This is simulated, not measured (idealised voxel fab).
process module | voxel self aligned contacts
For reference, the cross-section in this document is cut, with width 300 nm and square cells of 5 nm.
Cross-section = grid of square cells, listed top down in bands; band = one or more rows. Per band: top height and bottom height in nm, followed by the left-to-right materials and their widths in nm; "everywhere" marks a single material spanning edge to edge, "air" marks empty space. Heights from 0 (as-received wafer is one material below). Bottom band endless downward, as "0 and below". Think of "30..40" as a width that walks from the first number to the second as you go down the band, top row to bottom row, taking equal-sized steps from row to row. "nothing different" for a step: no cell of the cross-section changed in that step. For the entry "Closed internal cavities", the listed items are empty spaces with no open way to the top whose size is 8 cells or more; each item follows the pattern width x height at distance, where distance is from the left edge and all three are in nm. On each step's line, the part that comes after the settings is the simulator's own comment on the step. overlay nm: how far to the right of its planned place the mask lay on this masked step (negative: to the left).
### Process steps - plan
1: RECEIVE,material Si
2: OXIDIZE,depth nm 5
3: DIRECTIONAL_DEP,material polySi,thk nm 25
4: DIRECTIONAL_DEP,material SiN,thk nm 25
5: DIRECTIONAL_DEP,material aC,thk nm 10
6: PATTERN,tone cover,mask id GATE,material resist,width nm 35,pitch nm 80,thk nm 25,overlay nm 0
7: DIRECTIONAL_ETCH,etch materials aC,depth nm 10
8: STRIP,etch materials resist
9: DIRECTIONAL_ETCH,etch materials SiN,depth nm 25
10: DIRECTIONAL_ETCH,etch materials polySi,depth nm 25
11: STRIP,etch materials aC
12: CONFORMAL_DEP,material SiN,thk nm 10
13: DIRECTIONAL_ETCH,etch materials SiN,depth nm 10
14: FILL_DEP,material SiO2,thk nm 15
15: CMP,height nm 60
16: DIRECTIONAL_DEP,material aC,thk nm 10
17: PATTERN,tone open,mask id CONTACT,material resist,width nm 65,pitch nm 80,thk nm 25,overlay nm -15
18: DIRECTIONAL_ETCH,etch materials aC,depth nm 10
19: STRIP,etch materials resist
20: DIRECTIONAL_ETCH,etch materials SiO2,depth nm 65
21: STRIP,etch materials aC
22: CONFORMAL_DEP,material TiN,thk nm 5
23: FILL_DEP,material Ru,thk nm 10
24: CMP,height nm 60
25: CONFORMAL_DEP,material SiN,thk nm 5
Be aware that, although all wafers share a common starting state, the overlay nm at step 17 differs among them, and the plan displays the first wafer's value.
### Cross-section, first of several wafers, as delivered after step 1
    0 and below = Si everywhere
    Closed internal cavities: none
### Cross-section of the first of several wafers once the module has run through its last step, step 25
    65 down to 60 = SiN everywhere
    60 down to 50 = SiO2 60 nm, then TiN 5..40 nm, then Ru 55..15 nm, then TiN 5..10 nm, then SiO2 15 nm, then TiN 5..40 nm, then Ru 55..15 nm, then TiN 5..10 nm, then SiO2 95 nm
    50 down to 25 = SiO2 40 nm, then SiN 55 nm, then TiN 5 nm, then Ru 15 nm, then TiN 5 nm, then SiN 55 nm, then TiN 5 nm, then Ru 15 nm, then TiN 5 nm, then SiN 55 nm, then SiO2 45 nm
    25 down to 0 = SiO2 40 nm, then SiN 10 nm, then polySi 35 nm, then SiN 10 nm, then TiN 5 nm, then Ru 15 nm, then TiN 5 nm, then SiN 10 nm, then polySi 35 nm, then SiN 10 nm, then TiN 5 nm, then Ru 15 nm, then TiN 5 nm, then SiN 10 nm, then polySi 35 nm, then SiN 10 nm, then SiO2 45 nm
    0 down to -5 = SiO2 95 nm, then TiN 25 nm, then SiO2 55 nm, then TiN 25 nm, then SiO2 100 nm
    -5 and below = Si everywhere
    Closed internal cavities: none
### So this is the cross-section on the last wafer at the end of the module
    65 down to 60 = SiN everywhere
    60 down to 50 = SiO2 90 nm, then TiN 5..10 nm, then Ru 55..15 nm, then TiN 5..40 nm, then SiO2 15 nm, then TiN 5..10 nm, then Ru 55..15 nm, then TiN 5..40 nm, then SiO2 65 nm
    50 down to 25 = SiO2 40 nm, then SiN 55 nm, then TiN 5 nm, then Ru 15 nm, then TiN 5 nm, then SiN 55 nm, then TiN 5 nm, then Ru 15 nm, then TiN 5 nm, then SiN 55 nm, then SiO2 45 nm
    25 down to 0 = SiO2 40 nm, then SiN 10 nm, then polySi 35 nm, then SiN 10 nm, then TiN 5 nm, then Ru 15 nm, then TiN 5 nm, then SiN 10 nm, then polySi 35 nm, then SiN 10 nm, then TiN 5 nm, then Ru 15 nm, then TiN 5 nm, then SiN 10 nm, then polySi 35 nm, then SiN 10 nm, then SiO2 45 nm
    0 down to -5 = SiO2 95 nm, then TiN 25 nm, then SiO2 55 nm, then TiN 25 nm, then SiO2 100 nm
    -5 and below = Si everywhere
    Closed internal cavities: none
### Gained (+) or lost (-) cells of each material since receipt, then closed voids: one row per wafer, at the end of the module
overlay nm -15; +88 Ru; -60 Si; +285 SiN; +288 SiO2; +74 TiN; +105 polySi; Closed internal cavities: none
overlay nm -10; +88 Ru; -60 Si; +285 SiN; +288 SiO2; +74 TiN; +105 polySi; Closed internal cavities: none
overlay nm -5; +88 Ru; -60 Si; +285 SiN; +288 SiO2; +74 TiN; +105 polySi; Closed internal cavities: none
overlay nm 0; +88 Ru; -60 Si; +285 SiN; +288 SiO2; +74 TiN; +105 polySi; Closed internal cavities: none
overlay nm 5; +88 Ru; -60 Si; +285 SiN; +288 SiO2; +74 TiN; +105 polySi; Closed internal cavities: none
overlay nm 10; +88 Ru; -60 Si; +285 SiN; +288 SiO2; +74 TiN; +105 polySi; Closed internal cavities: none
overlay nm 15; +88 Ru; -60 Si; +285 SiN; +288 SiO2; +74 TiN; +105 polySi; Closed internal cavities: none
